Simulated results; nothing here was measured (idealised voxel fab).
Process module in this document: voxel capacitor over wiring
Each square cell in cross-section cut measures 5 nm, and the section as a whole is 205 nm wide.
Heads up, the way a cross-section reads in here is a grid of square cells, handed over as bands from the top down, with every band being one or more rows of cells. Band: top height; bottom height; in nm. Then, left to right: material with width in nm, for each material. "everywhere": a single material spanning edge to edge. "air": empty space. We count height from 0. Below that, the starting wafer is all one material. The lowest band never ends at the bottom but goes on down; see "top 0, no bottom" for how that is written. Width spec "30..40" -> top row of cells at first value, bottom row at second value, equal per-row change in between. Take "nothing was modified" at face value: in the step it is given for, the cross-section changed in none of its cells. Closed-off voids of 8+ cells (no open route to the top) go in "Sealed internal cavities", written width x height at distance from the left edge, in nm. Formally, on a step line, whatever follows the settings is a remark that the simulator itself makes on the step. overlay nm: mask offset rightward from planned place, masked step; negative means leftward offset.
Planned process steps
| 1 | op RECEIVE | material Si |
| 2 | op CONFORMAL_DEP | material SiO2 | thk nm 15 |
| 3 | op CONFORMAL_DEP | material SiCN | thk nm 5 |
| 4 | op DIRECTIONAL_DEP | material lowk | thk nm 25 |
| 5 | op PATTERN | tone open | mask id METAL_1 | material resist | width nm 30 | pitch nm 80 | thk nm 15 | overlay nm 0 |
| 6 | op DIRECTIONAL_ETCH | etch materials lowk | depth nm 25 |
| 7 | op DIRECTIONAL_ETCH | etch materials SiCN | depth nm 5 |
| 8 | op STRIP | etch materials resist |
| 9 | op CONFORMAL_DEP | material TiN | thk nm 5 |
| 10 | op FILL_DEP | material Cu | thk nm 10 |
| 11 | op CMP | height nm 45 |
| 12 | op CONFORMAL_DEP | material SiCN | thk nm 5 |
| 13 | op DIRECTIONAL_DEP | material SiO2 | thk nm 15 |
| 14 | op MASKED_ETCH | tone open | mask id PLUG_1 | width nm 15 | etch materials SiO2 | depth nm 15 | overlay nm 0 |
| 15 | op MASKED_ETCH | tone open | mask id PLUG_1 | width nm 15 | etch materials SiCN | depth nm 5 | overlay nm 0 |
| 16 | op EPI | material Ru | thk nm 10 |
| 17 | op EPI | material Ru | thk nm 10 |
| 18 | op DIRECTIONAL_DEP | material TiN | thk nm 5 |
| 19 | op DIRECTIONAL_DEP | material SiN | thk nm 5 |
| 20 | op DIRECTIONAL_DEP | material TiN | thk nm 10 |
| 21 | op DIRECTIONAL_DEP | material aC | thk nm 10 |
| 22 | op PATTERN | tone cover | mask id UPPER_PLATE | material resist | width nm 55 | thk nm 25 | overlay nm 0 |
| 23 | op DIRECTIONAL_ETCH | etch materials aC | depth nm 10 |
| 24 | op STRIP | etch materials resist |
| 25 | op DIRECTIONAL_ETCH | etch materials TiN | depth nm 10 |
| 26 | op DIRECTIONAL_ETCH | etch materials SiN | depth nm 5 |
| 27 | op STRIP | etch materials aC |
| 28 | op PATTERN | tone cover | mask id LOWER_PLATE | material resist | width nm 65 | thk nm 20 | overlay nm 0 |
| 29 | op DIRECTIONAL_ETCH | etch materials TiN | depth nm 5 |
| 30 | op STRIP | etch materials resist |
| 31 | op FILL_DEP | material SiO2 | thk nm 15 |
| 32 | op CMP | height nm 95 |
| 33 | op PATTERN | tone open | mask id PLUG_2 | material resist | width nm 15 | thk nm 15 | overlay nm 0 |
| 34 | op DIRECTIONAL_ETCH | etch materials SiO2 | depth nm 10 |
| 35 | op STRIP | etch materials resist |
| 36 | op CONFORMAL_DEP | material TiN | thk nm 5 |
| 37 | op FILL_DEP | material Cu | thk nm 5 |
| 38 | op CMP | height nm 95 |
| 39 | op CONFORMAL_DEP | material SiN | thk nm 5 |
First of two wafers, with the run carried out as planned
Cross-section of the wafer upon arrival, representing the state reached after step 1
> top 0, no bottom: Si everywhere
> Sealed internal cavities: none
After step 2
> top 15, bottom 0: SiO2 everywhere
> Under the height 0 nothing was changed.
After step 3
> top 20, bottom 15: SiCN everywhere
> Under the height 15 nothing was changed.
After step 4
> top 45, bottom 20: lowk everywhere
> Under the height 20 nothing was changed.
After step 5
> top 60, bottom 45: 45 of resist / 30 of air / 50 of resist / 30 of air / 50 of resist
> Under the height 45 nothing was changed.
After step 6
> top 60, bottom 45: 45 of resist / 30 of air / 50 of resist / 30 of air / 50 of resist
> top 45, bottom 20: 45 of lowk / 30 of air / 50 of lowk / 30 of air / 50 of lowk
> Under the height 20 nothing was changed.
After step 7
> top 60, bottom 45: 45 of resist / 30 of air / 50 of resist / 30 of air / 50 of resist
> top 45, bottom 20: 45 of lowk / 30 of air / 50 of lowk / 30 of air / 50 of lowk
> top 20, bottom 15: 45 of SiCN / 30 of air / 50 of SiCN / 30 of air / 50 of SiCN
> Under the height 15 nothing was changed.
After step 8
> top 45, bottom 20: 45 of lowk / 30 of air / 50 of lowk / 30 of air / 50 of lowk
> Under the height 20 nothing was changed.
After step 9
> top 50, bottom 45: 50 of TiN / 20 of air / 60 of TiN / 20 of air / 55 of TiN
> top 45, bottom 20: 45 of lowk / 5 of TiN / 20 of air / 5 of TiN / 50 of lowk / 5 of TiN / 20 of air / 5 of TiN / 50 of lowk
> top 20, bottom 15: 45 of SiCN / 30 of TiN / 50 of SiCN / 30 of TiN / 50 of SiCN
> Under the height 15 nothing was changed.
After step 10
> top 60, bottom 50: Cu everywhere
> top 50, bottom 45: 50 of TiN / 20 of Cu / 60 of TiN / 20 of Cu / 55 of TiN
> top 45, bottom 20: 45 of lowk / 5 of TiN / 20 of Cu / 5 of TiN / 50 of lowk / 5 of TiN / 20 of Cu / 5 of TiN / 50 of lowk
> Under the height 20 nothing was changed.
After step 11
> top 45, bottom 20: 45 of lowk / 5 of TiN / 20 of Cu / 5 of TiN / 50 of lowk / 5 of TiN / 20 of Cu / 5 of TiN / 50 of lowk
> Under the height 20 nothing was changed.
After step 12
> top 50, bottom 45: SiCN everywhere
> Under the height 45 nothing was changed.
After step 13
> top 65, bottom 50: SiO2 everywhere
> Under the height 50 nothing was changed.
After step 14
> top 65, bottom 50: 60 of SiO2 / 15 of air / 130 of SiO2
> Under the height 50 nothing was changed.
After step 15
> top 65, bottom 50: 60 of SiO2 / 15 of air / 130 of SiO2
> top 50, bottom 45: 60 of SiCN / 15 of air / 130 of SiCN
> Under the height 45 nothing was changed.
After step 16
> top 65, bottom 55: 60 of SiO2 / 15 of air / 130 of SiO2
> top 55, bottom 50: 60 of SiO2 / 15 of Ru / 130 of SiO2
> top 50, bottom 45: 60 of SiCN / 15 of Ru / 130 of SiCN
> Under the height 45 nothing was changed.
After step 17
> top 65, bottom 50: 60 of SiO2 / 15 of Ru / 130 of SiO2
> Under the height 50 nothing was changed.
After step 18
> top 70, bottom 65: TiN everywhere
> Under the height 65 nothing was changed.
After step 19
> top 75, bottom 70: SiN everywhere
> Under the height 70 nothing was changed.
After step 20
> top 85, bottom 75: TiN everywhere
> Under the height 75 nothing was changed.
After step 21
> top 95, bottom 85: aC everywhere
> Under the height 85 nothing was changed.
After step 22
> top 120, bottom 95: 60 of air / 55 of resist / 90 of air
> Under the height 95 nothing was changed.
After step 23
> top 110, bottom 95: 60 of air / 55 of resist / 90 of air
> top 95, bottom 85: 60 of air / 55 of aC / 90 of air
> Under the height 85 nothing was changed.
After step 24
> top 95, bottom 85: 60 of air / 55 of aC / 90 of air
> Under the height 85 nothing was changed.
After step 25
> top 95, bottom 85: 60 of air / 55 of aC / 90 of air
> top 85, bottom 75: 60 of air / 55 of TiN / 90 of air
> Under the height 75 nothing was changed.
After step 26
> top 95, bottom 85: 60 of air / 55 of aC / 90 of air
> top 85, bottom 75: 60 of air / 55 of TiN / 90 of air
> top 75, bottom 70: 60 of air / 55 of SiN / 90 of air
> Under the height 70 nothing was changed.
After step 27
> top 85, bottom 75: 60 of air / 55 of TiN / 90 of air
> Under the height 75 nothing was changed.
After step 28
> top 105, bottom 85: 55 of air / 65 of resist / 85 of air
> top 85, bottom 75: 55 of air / 5 of resist / 55 of TiN / 5 of resist / 85 of air
> top 75, bottom 70: 55 of air / 5 of resist / 55 of SiN / 5 of resist / 85 of air
> Under the height 70 nothing was changed.
After step 29
> top 105, bottom 85: 55 of air / 65 of resist / 85 of air
> top 85, bottom 75: 55 of air / 5 of resist / 55 of TiN / 5 of resist / 85 of air
> top 75, bottom 70: 55 of air / 5 of resist / 55 of SiN / 5 of resist / 85 of air
> top 70, bottom 65: 55 of air / 65 of TiN / 85 of air
> Under the height 65 nothing was changed.
After step 30
> top 85, bottom 75: 60 of air / 55 of TiN / 90 of air
> top 75, bottom 70: 60 of air / 55 of SiN / 90 of air
> Under the height 70 nothing was changed.
After step 31
> top 100, bottom 85: SiO2 everywhere
> top 85, bottom 75: 60 of SiO2 / 55 of TiN / 90 of SiO2
> top 75, bottom 70: 60 of SiO2 / 55 of SiN / 90 of SiO2
> top 70, bottom 65: 55 of SiO2 / 65 of TiN / 85 of SiO2
> Under the height 65 nothing was changed.
After step 32
> top 95, bottom 85: SiO2 everywhere
> Under the height 85 nothing was changed.
After step 33
> top 110, bottom 95: 70 of resist / 15 of air / 120 of resist
> Under the height 95 nothing was changed.
After step 34
> top 110, bottom 95: 70 of resist / 15 of air / 120 of resist
> top 95, bottom 85: 70 of SiO2 / 15 of air / 120 of SiO2
> Under the height 85 nothing was changed.
After step 35
> top 95, bottom 85: 70 of SiO2 / 15 of air / 120 of SiO2
> Under the height 85 nothing was changed.
After step 36
> top 100, bottom 95: 75 of TiN / 5 of air / 125 of TiN
> top 95, bottom 90: 70 of SiO2 / 5 of TiN / 5 of air / 5 of TiN / 120 of SiO2
> top 90, bottom 85: 70 of SiO2 / 15 of TiN / 120 of SiO2
> Under the height 85 nothing was changed.
After step 37
> top 105, bottom 100: Cu everywhere
> top 100, bottom 95: 75 of TiN / 5 of Cu / 125 of TiN
> top 95, bottom 90: 70 of SiO2 / 5 of TiN / 5 of Cu / 5 of TiN / 120 of SiO2
> Under the height 90 nothing was changed.
After step 38
> top 95, bottom 90: 70 of SiO2 / 5 of TiN / 5 of Cu / 5 of TiN / 120 of SiO2
> Under the height 90 nothing was changed.
After step 39
> top 100, bottom 95: SiN everywhere
> Under the height 95 nothing was changed.
Now the other wafer: same start, same recipe, but we messed up one thing when running it. Up to and including step 27 it's the same as the first one
Cross-section of the second wafer when, according to plan, step 28 should have finished
> top 105, bottom 85: 50 of air / 65 of resist / 90 of air
> top 85, bottom 75: 50 of air / 10 of resist / 55 of TiN / 90 of air
> top 75, bottom 70: 50 of air / 10 of resist / 55 of SiN / 90 of air
> Under the height 70 nothing was changed.
Cross-section of the second wafer when, according to plan, step 29 should have finished
> top 105, bottom 85: 50 of air / 65 of resist / 90 of air
> top 85, bottom 75: 50 of air / 10 of resist / 55 of TiN / 90 of air
> top 75, bottom 70: 50 of air / 10 of resist / 55 of SiN / 90 of air
> top 70, bottom 65: 50 of air / 65 of TiN / 90 of air
> Under the height 65 nothing was changed.
Cross-section of the second wafer when, according to plan, step 30 should have finished
> top 85, bottom 75: 60 of air / 55 of TiN / 90 of air
> top 75, bottom 70: 60 of air / 55 of SiN / 90 of air
> Under the height 70 nothing was changed.
Cross-section of the second wafer when, according to plan, step 31 should have finished
> top 100, bottom 85: SiO2 everywhere
> top 85, bottom 75: 60 of SiO2 / 55 of TiN / 90 of SiO2
> top 75, bottom 70: 60 of SiO2 / 55 of SiN / 90 of SiO2
> top 70, bottom 65: 50 of SiO2 / 65 of TiN / 90 of SiO2
> Under the height 65 nothing was changed.
Cross-section of the second wafer when, according to plan, step 32 should have finished
> top 95, bottom 85: SiO2 everywhere
> Under the height 85 nothing was changed.
Cross-section of the second wafer when, according to plan, step 33 should have finished
> top 110, bottom 95: 70 of resist / 15 of air / 120 of resist
> Under the height 95 nothing was changed.
Cross-section of the second wafer when, according to plan, step 34 should have finished
> top 110, bottom 95: 70 of resist / 15 of air / 120 of resist
> top 95, bottom 85: 70 of SiO2 / 15 of air / 120 of SiO2
> Under the height 85 nothing was changed.
Cross-section of the second wafer when, according to plan, step 35 should have finished
> top 95, bottom 85: 70 of SiO2 / 15 of air / 120 of SiO2
> Under the height 85 nothing was changed.
Cross-section of the second wafer when, according to plan, step 36 should have finished
> top 100, bottom 95: 75 of TiN / 5 of air / 125 of TiN
> top 95, bottom 90: 70 of SiO2 / 5 of TiN / 5 of air / 5 of TiN / 120 of SiO2
> top 90, bottom 85: 70 of SiO2 / 15 of TiN / 120 of SiO2
> Under the height 85 nothing was changed.
Cross-section of the second wafer when, according to plan, step 37 should have finished
> top 105, bottom 100: Cu everywhere
> top 100, bottom 95: 75 of TiN / 5 of Cu / 125 of TiN
> top 95, bottom 90: 70 of SiO2 / 5 of TiN / 5 of Cu / 5 of TiN / 120 of SiO2
> Under the height 90 nothing was changed.
Cross-section of the second wafer when, according to plan, step 38 should have finished
> top 95, bottom 90: 70 of SiO2 / 5 of TiN / 5 of Cu / 5 of TiN / 120 of SiO2
> Under the height 90 nothing was changed.
Cross-section of the second wafer when, according to plan, step 39 should have finished
> top 100, bottom 95: SiN everywhere
> Under the height 95 nothing was changed.
Want to know what went wrong? step 28 was not run as planned; what actually ran was op PATTERN | tone cover | mask id LOWER_PLATE | material resist | width nm 65 | thk nm 20 | overlay nm -5
Cell counts per material: same on both final wafers. Positions: different.
